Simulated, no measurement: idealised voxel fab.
Proc. module: voxel wiring stack
Section shown: cut. Width: 265 nm. Cell size: 5 nm, square.
In what follows, cross-sections appear as grids of square cells, described through bands that run from the top down, where every band is one or more rows of cells. Within each band entry, the heights of the top and of the bottom of the band appear first, in that order and in nm; the materials of the band then follow from left to right, each with its corresponding width in nm. The designation "edge to edge" on a single material indicates that it fills the band from edge to edge; the designation "empty" indicates empty space. Note: height 0 marks the level under which the wafer is uniformly one material as received. Lowest band unbounded below, written "from 0 down". Quick explanation for "30->40": the width changes in equal steps down the rows of cells, from the first number in the band's top row to the second number in its bottom row. Key: "no modifications" - step with no changed cell in the cross-section. Voids not open to the top, 8 cells minimum: see "Sealed void inventory". Written width x height at distance; distance is from the left edge; nm. Past the settings on a step's line: simulator remark, on that step. Each step line may optionally specify "overlay nm", which for a step with a mask gives the rightward distance between the mask's planned place and where it lay, a negative value indicating the leftward direction.

## Process steps (planned)
| 1 | RECEIVE [material Si] |
| 2 | CONFORMAL_DEP [material SiO2] [thk nm 10] |
| 3 | CONFORMAL_DEP [material SiN] [thk nm 5] |
| 4 | DIRECTIONAL_DEP [material lowk] [thk nm 25] |
| 5 | MASKED_ETCH [tone open] [mask id METAL_1] [width nm 20] [pitch nm 40] [etch materials lowk] [depth nm 25] [overlay nm 0] |
| 6 | MASKED_ETCH [tone open] [mask id METAL_1] [width nm 20] [pitch nm 40] [etch materials SiN] [depth nm 5] [overlay nm 0] |
| 7 | CONFORMAL_DEP [material TiN] [thk nm 5] |
| 8 | FILL_DEP [material W] [thk nm 10] |
| 9 | CMP [height nm 40] |
| 10 | CONFORMAL_DEP [material SiCN] [thk nm 5] |
| 11 | DIRECTIONAL_DEP [material lowk] [thk nm 20] |
| 12 | PATTERN [tone open] [mask id PLUG_1] [material resist] [width nm 15] [thk nm 20] [overlay nm 0] |
| 13 | DIRECTIONAL_ETCH [etch materials lowk] [depth nm 20] |
| 14 | DIRECTIONAL_ETCH [etch materials SiCN] [depth nm 5] |
| 15 | STRIP [etch materials resist] |
| 16 | EPI [material Ru] [thk nm 10] |
| 17 | EPI [material Ru] [thk nm 10] |
| 18 | EPI [material Ru] [thk nm 5] |
| 19 | DIRECTIONAL_DEP [material TiN] [thk nm 5] |
| 20 | DIRECTIONAL_DEP [material Ru] [thk nm 15] |
| 21 | PATTERN [tone cover] [mask id METAL_2] [material resist] [width nm 20] [pitch nm 40] [thk nm 15] [overlay nm 0] |
| 22 | DIRECTIONAL_ETCH [etch materials Ru] [depth nm 15] |
| 23 | DIRECTIONAL_ETCH [etch materials TiN] [depth nm 5] |
| 24 | STRIP [etch materials resist] |
| 25 | CONFORMAL_DEP [material SiN] [thk nm 5] |
| 26 | FILL_DEP [material SiO2] [thk nm 10] |
| 27 | CMP [height nm 85] |
| 28 | CONFORMAL_DEP [material SiCN] [thk nm 5] |
| 29 | DIRECTIONAL_DEP [material lowk] [thk nm 15] |
| 30 | PATTERN [tone open] [mask id PLUG_2] [material resist] [width nm 15] [pitch nm 40] [thk nm 15] [overlay nm 0] |
| 31 | DIRECTIONAL_ETCH [etch materials lowk] [depth nm 15] |
| 32 | DIRECTIONAL_ETCH [etch materials SiCN] [depth nm 5] |
| 33 | STRIP [etch materials resist] |
| 34 | EPI [material Ru] [thk nm 10] |
| 35 | EPI [material Ru] [thk nm 10] |
| 36 | DIRECTIONAL_DEP [material TiN] [thk nm 5] |
| 37 | DIRECTIONAL_DEP [material W] [thk nm 25] |
| 38 | DIRECTIONAL_DEP [material aC] [thk nm 10] |
| 39 | PATTERN [tone cover] [mask id METAL_3] [material resist] [width nm 20] [pitch nm 40] [thk nm 30] [overlay nm 0] |
| 40 | DIRECTIONAL_ETCH [etch materials aC] [depth nm 10] |
| 41 | STRIP [etch materials resist] |
| 42 | DIRECTIONAL_ETCH [etch materials W] [depth nm 25] |
| 43 | DIRECTIONAL_ETCH [etch materials TiN] [depth nm 5] |
| 44 | STRIP [etch materials aC] |
| 45 | FILL_DEP [material SiO2] [thk nm 10] |
| 46 | CMP [height nm 135] |
| 47 | CONFORMAL_DEP [material SiCN] [thk nm 5] |

## Concerning the first of two wafers, which was run in accordance with the plan

## Received-state cross-section, reflecting completion of step 1
    from 0 down = Si edge to edge
    Sealed void inventory: none

## Wafer section view after processing step 2
    from 10 to 0 = SiO2 edge to edge
    For the remainder of the cross-section, below 0, there is no change.

## Wafer section view after processing step 3
    from 15 to 10 = SiN edge to edge
    For the remainder of the cross-section, below 10, there is no change.

## Wafer section view after processing step 4
    from 40 to 15 = lowk edge to edge
    For the remainder of the cross-section, below 15, there is no change.

## Wafer section view after processing step 5
    from 40 to 15 = lowk (100)  empty (20)  lowk (20)  empty (20)  lowk (105)
    For the remainder of the cross-section, below 15, there is no change.

## Wafer section view after processing step 6
    from 40 to 15 = lowk (100)  empty (20)  lowk (20)  empty (20)  lowk (105)
    from 15 to 10 = SiN (100)  empty (20)  SiN (20)  empty (20)  SiN (105)
    For the remainder of the cross-section, below 10, there is no change.

## Wafer section view after processing step 7
    from 45 to 40 = TiN (105)  empty (10)  TiN (30)  empty (10)  TiN (110)
    from 40 to 15 = lowk (100)  TiN (5)  empty (10)  TiN (5)  lowk (20)  TiN (5)  empty (10)  TiN (5)  lowk (105)
    from 15 to 10 = SiN (100)  TiN (20)  SiN (20)  TiN (20)  SiN (105)
    For the remainder of the cross-section, below 10, there is no change.

## Wafer section view after processing step 8
    from 55 to 45 = W edge to edge
    from 45 to 40 = TiN (105)  W (10)  TiN (30)  W (10)  TiN (110)
    from 40 to 15 = lowk (100)  TiN (5)  W (10)  TiN (5)  lowk (20)  TiN (5)  W (10)  TiN (5)  lowk (105)
    For the remainder of the cross-section, below 15, there is no change.

## Wafer section view after processing step 9
    from 40 to 15 = lowk (100)  TiN (5)  W (10)  TiN (5)  lowk (20)  TiN (5)  W (10)  TiN (5)  lowk (105)
    For the remainder of the cross-section, below 15, there is no change.

## Wafer section view after processing step 10
    from 45 to 40 = SiCN edge to edge
    For the remainder of the cross-section, below 40, there is no change.

## Wafer section view after processing step 11
    from 65 to 45 = lowk edge to edge
    For the remainder of the cross-section, below 45, there is no change.

## Wafer section view after processing step 12
    from 85 to 65 = resist (100)  empty (15)  resist (150)
    For the remainder of the cross-section, below 65, there is no change.

## Wafer section view after processing step 13
    from 85 to 65 = resist (100)  empty (15)  resist (150)
    from 65 to 45 = lowk (100)  empty (15)  lowk (150)
    For the remainder of the cross-section, below 45, there is no change.

## Wafer section view after processing step 14
    from 85 to 65 = resist (100)  empty (15)  resist (150)
    from 65 to 45 = lowk (100)  empty (15)  lowk (150)
    from 45 to 40 = SiCN (100)  empty (15)  SiCN (150)
    For the remainder of the cross-section, below 40, there is no change.

## Wafer section view after processing step 15
    from 65 to 45 = lowk (100)  empty (15)  lowk (150)
    For the remainder of the cross-section, below 45, there is no change.

## Wafer section view after processing step 16
    from 65 to 50 = lowk (100)  empty (15)  lowk (150)
    from 50 to 45 = lowk (100)  Ru (15)  lowk (150)
    from 45 to 40 = SiCN (100)  Ru (15)  SiCN (150)
    For the remainder of the cross-section, below 40, there is no change.

## Wafer section view after processing step 17
    from 65 to 60 = lowk (100)  empty (15)  lowk (150)
    from 60 to 45 = lowk (100)  Ru (15)  lowk (150)
    For the remainder of the cross-section, below 45, there is no change.

## Wafer section view after processing step 18
    from 65 to 45 = lowk (100)  Ru (15)  lowk (150)
    For the remainder of the cross-section, below 45, there is no change.

## Wafer section view after processing step 19
    from 70 to 65 = TiN edge to edge
    For the remainder of the cross-section, below 65, there is no change.

## Wafer section view after processing step 20
    from 85 to 70 = Ru edge to edge
    For the remainder of the cross-section, below 70, there is no change.

## Wafer section view after processing step 21
    from 100 to 85 = empty (100)  resist (20)  empty (20)  resist (20)  empty (105)
    For the remainder of the cross-section, below 85, there is no change.

## Wafer section view after processing step 22
    from 100 to 85 = empty (100)  resist (20)  empty (20)  resist (20)  empty (105)
    from 85 to 70 = empty (100)  Ru (20)  empty (20)  Ru (20)  empty (105)
    For the remainder of the cross-section, below 70, there is no change.

## Wafer section view after processing step 23
    from 100 to 85 = empty (100)  resist (20)  empty (20)  resist (20)  empty (105)
    from 85 to 70 = empty (100)  Ru (20)  empty (20)  Ru (20)  empty (105)
    from 70 to 65 = empty (100)  TiN (20)  empty (20)  TiN (20)  empty (105)
    For the remainder of the cross-section, below 65, there is no change.

## Wafer section view after processing step 24
    from 85 to 70 = empty (100)  Ru (20)  empty (20)  Ru (20)  empty (105)
    For the remainder of the cross-section, below 70, there is no change.

## Wafer section view after processing step 25
    from 90 to 85 = empty (95)  SiN (30)  empty (10)  SiN (30)  empty (100)
    from 85 to 70 = empty (95)  SiN (5)  Ru (20)  SiN (5)  empty (10)  SiN (5)  Ru (20)  SiN (5)  empty (100)
    from 70 to 65 = SiN (100)  TiN (20)  SiN (20)  TiN (20)  SiN (105)
    For the remainder of the cross-section, below 65, there is no change.

## Wafer section view after processing step 26
    from 100 to 90 = SiO2 edge to edge
    from 90 to 85 = SiO2 (95)  SiN (30)  SiO2 (10)  SiN (30)  SiO2 (100)
    from 85 to 70 = SiO2 (95)  SiN (5)  Ru (20)  SiN (5)  SiO2 (10)  SiN (5)  Ru (20)  SiN (5)  SiO2 (100)
    For the remainder of the cross-section, below 70, there is no change.

## Wafer section view after processing step 27
    from 85 to 70 = SiO2 (95)  SiN (5)  Ru (20)  SiN (5)  SiO2 (10)  SiN (5)  Ru (20)  SiN (5)  SiO2 (100)
    For the remainder of the cross-section, below 70, there is no change.

## Wafer section view after processing step 28
    from 90 to 85 = SiCN edge to edge
    For the remainder of the cross-section, below 85, there is no change.

## Wafer section view after processing step 29
    from 105 to 90 = lowk edge to edge
    For the remainder of the cross-section, below 90, there is no change.

## Wafer section view after processing step 30
    from 120 to 105 = resist (100)  empty (15)  resist (25)  empty (15)  resist (110)
    For the remainder of the cross-section, below 105, there is no change.

## Wafer section view after processing step 31
    from 120 to 105 = resist (100)  empty (15)  resist (25)  empty (15)  resist (110)
    from 105 to 90 = lowk (100)  empty (15)  lowk (25)  empty (15)  lowk (110)
    For the remainder of the cross-section, below 90, there is no change.

## Wafer section view after processing step 32
    from 120 to 105 = resist (100)  empty (15)  resist (25)  empty (15)  resist (110)
    from 105 to 90 = lowk (100)  empty (15)  lowk (25)  empty (15)  lowk (110)
    from 90 to 85 = SiCN (100)  empty (15)  SiCN (25)  empty (15)  SiCN (110)
    For the remainder of the cross-section, below 85, there is no change.

## Wafer section view after processing step 33
    from 105 to 90 = lowk (100)  empty (15)  lowk (25)  empty (15)  lowk (110)
    For the remainder of the cross-section, below 90, there is no change.

## Wafer section view after processing step 34
    from 105 to 95 = lowk (100)  empty (15)  lowk (25)  empty (15)  lowk (110)
    from 95 to 90 = lowk (100)  Ru (15)  lowk (25)  Ru (15)  lowk (110)
    from 90 to 85 = SiCN (100)  Ru (15)  SiCN (25)  Ru (15)  SiCN (110)
    For the remainder of the cross-section, below 85, there is no change.

## Wafer section view after processing step 35
    from 105 to 90 = lowk (100)  Ru (15)  lowk (25)  Ru (15)  lowk (110)
    For the remainder of the cross-section, below 90, there is no change.

## Wafer section view after processing step 36
    from 110 to 105 = TiN edge to edge
    For the remainder of the cross-section, below 105, there is no change.

## Wafer section view after processing step 37
    from 135 to 110 = W edge to edge
    For the remainder of the cross-section, below 110, there is no change.

## Wafer section view after processing step 38
    from 145 to 135 = aC edge to edge
    For the remainder of the cross-section, below 135, there is no change.

## Wafer section view after processing step 39
    from 175 to 145 = empty (100)  resist (20)  empty (20)  resist (20)  empty (105)
    For the remainder of the cross-section, below 145, there is no change.

## Wafer section view after processing step 40
    from 165 to 145 = empty (100)  resist (20)  empty (20)  resist (20)  empty (105)
    from 145 to 135 = empty (100)  aC (20)  empty (20)  aC (20)  empty (105)
    For the remainder of the cross-section, below 135, there is no change.

## Wafer section view after processing step 41
    from 145 to 135 = empty (100)  aC (20)  empty (20)  aC (20)  empty (105)
    For the remainder of the cross-section, below 135, there is no change.

## Wafer section view after processing step 42
    from 145 to 135 = empty (100)  aC (20)  empty (20)  aC (20)  empty (105)
    from 135 to 110 = empty (100)  W (20)  empty (20)  W (20)  empty (105)
    For the remainder of the cross-section, below 110, there is no change.

## Wafer section view after processing step 43
    from 145 to 135 = empty (100)  aC (20)  empty (20)  aC (20)  empty (105)
    from 135 to 110 = empty (100)  W (20)  empty (20)  W (20)  empty (105)
    from 110 to 105 = empty (100)  TiN (20)  empty (20)  TiN (20)  empty (105)
    For the remainder of the cross-section, below 105, there is no change.

## Wafer section view after processing step 44
    from 135 to 110 = empty (100)  W (20)  empty (20)  W (20)  empty (105)
    For the remainder of the cross-section, below 110, there is no change.

## Wafer section view after processing step 45
    from 145 to 135 = SiO2 edge to edge
    from 135 to 110 = SiO2 (100)  W (20)  SiO2 (20)  W (20)  SiO2 (105)
    from 110 to 105 = SiO2 (100)  TiN (20)  SiO2 (20)  TiN (20)  SiO2 (105)
    For the remainder of the cross-section, below 105, there is no change.

## Wafer section view after processing step 46
    from 135 to 110 = SiO2 (100)  W (20)  SiO2 (20)  W (20)  SiO2 (105)
    For the remainder of the cross-section, below 110, there is no change.

## Wafer section view after processing step 47
    from 140 to 135 = SiCN edge to edge
    For the remainder of the cross-section, below 135, there is no change.

## Okay, second wafer. Nothing different at the start, nothing different in the plan, just one mistake somewhere in the running. As far as step 38, counting that step, it's the first wafer all over again

## Cross-section of the second wafer when, according to plan, step 39 should have finished
    from 175 to 145 = empty (110)  resist (20)  empty (20)  resist (20)  empty (95)
    For the remainder of the cross-section, below 145, there is no change.

## Cross-section of the second wafer when, according to plan, step 40 should have finished
    from 165 to 145 = empty (110)  resist (20)  empty (20)  resist (20)  empty (95)
    from 145 to 135 = empty (110)  aC (20)  empty (20)  aC (20)  empty (95)
    For the remainder of the cross-section, below 135, there is no change.

## Cross-section of the second wafer when, according to plan, step 41 should have finished
    from 145 to 135 = empty (110)  aC (20)  empty (20)  aC (20)  empty (95)
    For the remainder of the cross-section, below 135, there is no change.

## Cross-section of the second wafer when, according to plan, step 42 should have finished
    from 145 to 135 = empty (110)  aC (20)  empty (20)  aC (20)  empty (95)
    from 135 to 110 = empty (110)  W (20)  empty (20)  W (20)  empty (95)
    For the remainder of the cross-section, below 110, there is no change.

## Cross-section of the second wafer when, according to plan, step 43 should have finished
    from 145 to 135 = empty (110)  aC (20)  empty (20)  aC (20)  empty (95)
    from 135 to 110 = empty (110)  W (20)  empty (20)  W (20)  empty (95)
    from 110 to 105 = empty (110)  TiN (20)  empty (20)  TiN (20)  empty (95)
    For the remainder of the cross-section, below 105, there is no change.

## Cross-section of the second wafer when, according to plan, step 44 should have finished
    from 135 to 110 = empty (110)  W (20)  empty (20)  W (20)  empty (95)
    For the remainder of the cross-section, below 110, there is no change.

## Cross-section of the second wafer when, according to plan, step 45 should have finished
    from 145 to 135 = SiO2 edge to edge
    from 135 to 110 = SiO2 (110)  W (20)  SiO2 (20)  W (20)  SiO2 (95)
    from 110 to 105 = SiO2 (110)  TiN (20)  SiO2 (20)  TiN (20)  SiO2 (95)
    For the remainder of the cross-section, below 105, there is no change.

## Cross-section of the second wafer when, according to plan, step 46 should have finished
    from 135 to 110 = SiO2 (110)  W (20)  SiO2 (20)  W (20)  SiO2 (95)
    For the remainder of the cross-section, below 110, there is no change.

## Cross-section of the second wafer when, according to plan, step 47 should have finished
    from 140 to 135 = SiCN edge to edge
    For the remainder of the cross-section, below 135, there is no change.
What was the processing mistake? heads up, step 39 didn't go per plan, it actually ran as PATTERN [tone cover] [mask id METAL_3] [material resist] [width nm 20] [pitch nm 40] [thk nm 30] [overlay nm 10]
The two final wafers agree on how many cells each material fills and disagree on which cells those are.
